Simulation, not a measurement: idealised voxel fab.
The process module that follows is named voxel capacitor over wiring.
Displayed cross-section: cut, width of 195 nm, square cells sized 5 nm.
Reading order for cross-sections: top band down to bottom band. Underlying form: a grid of square cells. Band size: one or more rows of cells.
Look at the band entry: it leads with the top's height and the bottom's height in nm. Then it lists the materials left to right, with a width in nm for each. The word "full width" on a single material says that material fills the band edge to edge. The word "empty" is empty space.
Heights are expressed relative to 0, this being the level below which the as-received wafer comprises one material exclusively. The lowest band is unbounded in the downward direction and is denoted as in "0 -> down".
Width spec "30 to 40" -> top row of cells at first value, bottom row at second value, equal per-row change in between.
Any step labelled "nothing changed" changed none of the cells in the cross-section.
"Closed empty spaces" - sealed voids, min. 8 cells, no opening to top; format: width x height at distance (distance from left edge; nm throughout).
Step line, after settings: the simulator's comment on this step.
overlay nm: where the mask lay relative to plan, measured to the right, on steps with a mask; negatives go left.

Intended process steps
1) RECEIVE: material Si
2) CONFORMAL_DEP: material SiO2, thk nm 10
3) CONFORMAL_DEP: material SiCN, thk nm 5
4) DIRECTIONAL_DEP: material SiO2, thk nm 20
5) PATTERN: tone open, mask id METAL_1, material resist, width nm 30, pitch nm 100, thk nm 15, overlay nm 0
6) DIRECTIONAL_ETCH: etch materials SiO2, depth nm 20
7) DIRECTIONAL_ETCH: etch materials SiCN, depth nm 5
8) STRIP: etch materials resist
9) CONFORMAL_DEP: material TiN, thk nm 5
10) FILL_DEP: material W, thk nm 5
11) CMP: height nm 35
12) EPI: material Ru, thk nm 5
13) FILL_DEP: material SiCN, thk nm 5
14) DIRECTIONAL_DEP: material lowk, thk nm 15
15) PATTERN: tone open, mask id PLUG_1, material resist, width nm 15, thk nm 15, overlay nm 0
16) DIRECTIONAL_ETCH: etch materials lowk, depth nm 15
17) DIRECTIONAL_ETCH: etch materials SiCN, depth nm 5
18) STRIP: etch materials resist
19) EPI: material Ru, thk nm 10
20) EPI: material Ru, thk nm 10
21) DIRECTIONAL_DEP: material TiN, thk nm 5
22) DIRECTIONAL_DEP: material Al2O3, thk nm 5
23) DIRECTIONAL_DEP: material TiN, thk nm 10
24) PATTERN: tone cover, mask id UPPER_PLATE, material resist, width nm 75, thk nm 20, overlay nm 0
25) DIRECTIONAL_ETCH: etch materials TiN, depth nm 10
26) DIRECTIONAL_ETCH: etch materials Al2O3, depth nm 5
27) STRIP: etch materials resist
28) PATTERN: tone cover, mask id LOWER_PLATE, material resist, width nm 85, thk nm 15, overlay nm 0
29) DIRECTIONAL_ETCH: etch materials TiN, depth nm 5
30) STRIP: etch materials resist
31) FILL_DEP: material SiO2, thk nm 20
32) CMP: height nm 95
33) DIRECTIONAL_DEP: material aC, thk nm 15
34) PATTERN: tone open, mask id PLUG_2, material resist, width nm 15, thk nm 30, overlay nm -15
35) DIRECTIONAL_ETCH: etch materials aC, depth nm 15
36) STRIP: etch materials resist
37) DIRECTIONAL_ETCH: etch materials SiO2, depth nm 15
38) STRIP: etch materials aC
39) CONFORMAL_DEP: material TiN, thk nm 5
40) FILL_DEP: material Cu, thk nm 10
41) CMP: height nm 95
42) CONFORMAL_DEP: material SiCN, thk nm 5
Heads up: all these wafers start the same, and what changes between them is the overlay nm in step 34. The value you see in the plan is just what the first wafer got.

After step 1, as received: first of several wafers, cross-section
- 0 -> down | Si full width
- Closed empty spaces: none

Shown in cross-section: the first of several wafers at the end of the module, after its last step, step 42
- 100 -> 95 | SiCN full width
- 95 -> 85 | SiO2 (40) / TiN (5) / Cu (5) / TiN (5) / SiO2 (140)
- 85 -> 80 | SiO2 (40) / TiN (15) / SiO2 (140)
- 80 -> 70 | SiO2 (45) / TiN (75) / SiO2 (75)
- 70 -> 65 | SiO2 (45) / Al2O3 (75) / SiO2 (75)
- 65 -> 60 | SiO2 (40) / TiN (85) / SiO2 (70)
- 60 -> 45 | lowk (45) / Ru (15) / lowk (135)
- 45 -> 40 | SiCN (45) / Ru (15) / SiCN (135)
- 40 -> 35 | SiCN (25) / Ru (40) / SiCN (60) / Ru (40) / SiCN (30)
- 35 -> 15 | SiO2 (30) / TiN (5) / W (20) / TiN (5) / SiO2 (70) / TiN (5) / W (20) / TiN (5) / SiO2 (35)
- 15 -> 10 | SiCN (30) / TiN (30) / SiCN (70) / TiN (30) / SiCN (35)
- 10 -> 0 | SiO2 full width
- 0 -> down | Si full width
- Closed empty spaces: none

X-section, last wafer, module end
- 100 -> 95 | SiCN full width
- 95 -> 85 | SiO2 (70) / TiN (5) / Cu (5) / TiN (5) / SiO2 (110)
- 85 -> 80 | SiO2 (70) / TiN (15) / SiO2 (110)
- 80 -> 70 | SiO2 (45) / TiN (75) / SiO2 (75)
- 70 -> 65 | SiO2 (45) / Al2O3 (75) / SiO2 (75)
- 65 -> 60 | SiO2 (40) / TiN (85) / SiO2 (70)
- 60 -> 45 | lowk (45) / Ru (15) / lowk (135)
- 45 -> 40 | SiCN (45) / Ru (15) / SiCN (135)
- 40 -> 35 | SiCN (25) / Ru (40) / SiCN (60) / Ru (40) / SiCN (30)
- 35 -> 15 | SiO2 (30) / TiN (5) / W (20) / TiN (5) / SiO2 (70) / TiN (5) / W (20) / TiN (5) / SiO2 (35)
- 15 -> 10 | SiCN (30) / TiN (30) / SiCN (70) / TiN (30) / SiCN (35)
- 10 -> 0 | SiO2 full width
- 0 -> down | Si full width
- Closed empty spaces: none

Tabulated below, wafer by wafer, are the end-of-module results: for each material, the number of cells gained (+) or lost (-) relative to the as-received state, followed by the closed voids
overlay nm -15; +15 Al2O3; +2 Cu; +28 Ru; +125 SiCN; +388 SiO2; +82 TiN; +32 W; +108 lowk; Closed empty spaces: none
overlay nm -10; +15 Al2O3; +2 Cu; +28 Ru; +125 SiCN; +388 SiO2; +82 TiN; +32 W; +108 lowk; Closed empty spaces: none
overlay nm -5; +15 Al2O3; +2 Cu; +28 Ru; +125 SiCN; +388 SiO2; +82 TiN; +32 W; +108 lowk; Closed empty spaces: none
overlay nm 0; +15 Al2O3; +2 Cu; +28 Ru; +125 SiCN; +388 SiO2; +82 TiN; +32 W; +108 lowk; Closed empty spaces: none
overlay nm 5; +15 Al2O3; +2 Cu; +28 Ru; +125 SiCN; +388 SiO2; +82 TiN; +32 W; +108 lowk; Closed empty spaces: none
overlay nm 10; +15 Al2O3; +2 Cu; +28 Ru; +125 SiCN; +388 SiO2; +82 TiN; +32 W; +108 lowk; Closed empty spaces: none
overlay nm 15; +15 Al2O3; +2 Cu; +28 Ru; +125 SiCN; +388 SiO2; +82 TiN; +32 W; +108 lowk; Closed empty spaces: none
